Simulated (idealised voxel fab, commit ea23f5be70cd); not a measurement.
voxel released beams: a process module
FYI the section here is cut, 300 nm wide, cells are 5 nm squares.
Cross-section layout: square cells on a grid; listed as bands, top to bottom; a band spans one or more cell rows. Basically the band line says how high the top is and how high the bottom is, in nm, and then what's in it from left to right, every material with its width in nm. Empty space shows up as "air", and if a single material carries "all across" it runs the full band edge to edge. Note: height 0 marks the level under which the wafer is uniformly one material as received. Lowest band unbounded below, written "z 0 and below". Read "30..40" as a graded width: first number on top, second number at the bottom, same change between each pair of neighbouring rows. "remains unaltered" -> step changed no cross-section cell. "Trapped cavities" lists enclosed empty spaces (at least 8 cells, no open path upward to the top), each as width x height at distance from the left edge, in nm. The remark found on a step's line after its settings is issued by the simulator itself and pertains to that step. When a step includes a mask, the "overlay nm" setting on its line states how far to the right of its planned place that mask lay, and negative values state how far to the left.

[Listed below are the process steps as planned]
1: RECEIVE: material Si
2: CONFORMAL_DEP: material SiN, thk nm 10
3: DIRECTIONAL_DEP: material SiO2, thk nm 20
4: MASKED_ETCH: tone open, mask id ANCHOR, width nm 40, etch materials SiO2, depth nm 20, overlay nm 0
5: CONFORMAL_DEP: material W, thk nm 15
6: DIRECTIONAL_DEP: material aC, thk nm 15
7: PATTERN: tone cover, mask id BEAM, material resist, width nm 100, thk nm 30, overlay nm 0
8: DIRECTIONAL_ETCH: etch materials aC, depth nm 15
9: STRIP: etch materials resist
10: DIRECTIONAL_ETCH: etch materials W, depth nm 15
11: STRIP: etch materials aC
12: STRIP: etch materials SiO2

[The first wafer of two, processed as planned]

[Wafer cross-section on receipt, i.e. after step 1]
  z 0 and below = Si all across
  Trapped cavities: none

[Take a look at the wafer's cross-section after step 2]
  z 10 to 0 = SiN all across
  Rest of section, below 0: as before.

[Take a look at the wafer's cross-section after step 3]
  z 30 to 10 = SiO2 all across
  Rest of section, below 10: as before.

[Take a look at the wafer's cross-section after step 4]
  z 30 to 10 = 100 SiO2 | 40 air | 160 SiO2
  Rest of section, below 10: as before.

[Take a look at the wafer's cross-section after step 5]
  z 45 to 30 = 115 W | 10 air | 175 W
  z 30 to 25 = 100 SiO2 | 15 W | 10 air | 15 W | 160 SiO2
  z 25 to 10 = 100 SiO2 | 40 W | 160 SiO2
  Rest of section, below 10: as before.

[Take a look at the wafer's cross-section after step 6]
  z 60 to 45 = 115 aC | 10 air | 175 aC
  z 45 to 40 = 115 W | 10 air | 175 W
  z 40 to 30 = 115 W | 10 aC | 175 W
  z 30 to 25 = 100 SiO2 | 15 W | 10 aC | 15 W | 160 SiO2
  Rest of section, below 25: as before.

[Take a look at the wafer's cross-section after step 7]
  z 90 to 60 = 95 air | 100 resist | 105 air
  z 60 to 45 = 115 aC | 10 resist | 175 aC
  z 45 to 40 = 115 W | 10 resist | 175 W
  Rest of section, below 40: as before.

[Take a look at the wafer's cross-section after step 8]
  z 75 to 60 = 95 air | 100 resist | 105 air
  z 60 to 45 = 95 air | 20 aC | 10 resist | 70 aC | 105 air
  Rest of section, below 45: as before.

[Take a look at the wafer's cross-section after step 9]
  z 60 to 45 = 95 air | 20 aC | 10 air | 70 aC | 105 air
  z 45 to 40 = 115 W | 10 air | 175 W
  Rest of section, below 40: as before.

[Take a look at the wafer's cross-section after step 10]
  z 60 to 45 = 95 air | 20 aC | 10 air | 70 aC | 105 air
  z 45 to 40 = 95 air | 20 W | 10 air | 70 W | 105 air
  z 40 to 30 = 95 air | 20 W | 10 aC | 70 W | 105 air
  Rest of section, below 30: as before.

[Take a look at the wafer's cross-section after step 11]
  z 45 to 30 = 95 air | 20 W | 10 air | 70 W | 105 air
  z 30 to 25 = 100 SiO2 | 15 W | 10 air | 15 W | 160 SiO2
  Rest of section, below 25: as before.

[Take a look at the wafer's cross-section after step 12]
  z 45 to 30 = 95 air | 20 W | 10 air | 70 W | 105 air
  z 30 to 25 = 100 air | 15 W | 10 air | 15 W | 160 air
  z 25 to 10 = 100 air | 40 W | 160 air
  Rest of section, below 10: as before.

[Second of two: same start, same plan, one run error; steps up to and including 6 match the first]

[Cross-section of the second wafer at the time step 7 of the plan should have ended]
  z 90 to 60 = 100 air | 100 resist | 100 air
  z 60 to 45 = 115 aC | 10 resist | 175 aC
  z 45 to 40 = 115 W | 10 resist | 175 W
  Rest of section, below 40: as before.

[Cross-section of the second wafer at the time step 8 of the plan should have ended]
  z 75 to 60 = 100 air | 100 resist | 100 air
  z 60 to 45 = 100 air | 15 aC | 10 resist | 75 aC | 100 air
  Rest of section, below 45: as before.

[Cross-section of the second wafer at the time step 9 of the plan should have ended]
  z 60 to 45 = 100 air | 15 aC | 10 air | 75 aC | 100 air
  z 45 to 40 = 115 W | 10 air | 175 W
  Rest of section, below 40: as before.

[Cross-section of the second wafer at the time step 10 of the plan should have ended]
  z 60 to 45 = 100 air | 15 aC | 10 air | 75 aC | 100 air
  z 45 to 40 = 100 air | 15 W | 10 air | 75 W | 100 air
  z 40 to 30 = 100 air | 15 W | 10 aC | 75 W | 100 air
  Rest of section, below 30: as before.

[Cross-section of the second wafer at the time step 11 of the plan should have ended]
  z 45 to 30 = 100 air | 15 W | 10 air | 75 W | 100 air
  z 30 to 25 = 100 SiO2 | 15 W | 10 air | 15 W | 160 SiO2
  Rest of section, below 25: as before.

[Cross-section of the second wafer at the time step 12 of the plan should have ended]
  z 45 to 30 = 100 air | 15 W | 10 air | 75 W | 100 air
  z 30 to 25 = 100 air | 15 W | 10 air | 15 W | 160 air
  z 25 to 10 = 100 air | 40 W | 160 air
  Rest of section, below 10: as before.
The mistake made against the process plan was this: for step 7, the planned setting was not used; the step was instead run as PATTERN: tone cover, mask id BEAM, material resist, width nm 100, thk nm 30, overlay nm 5
The concluding comparison shows that, measured in cells, each material is equally abundant on both wafers, albeit at different positions.
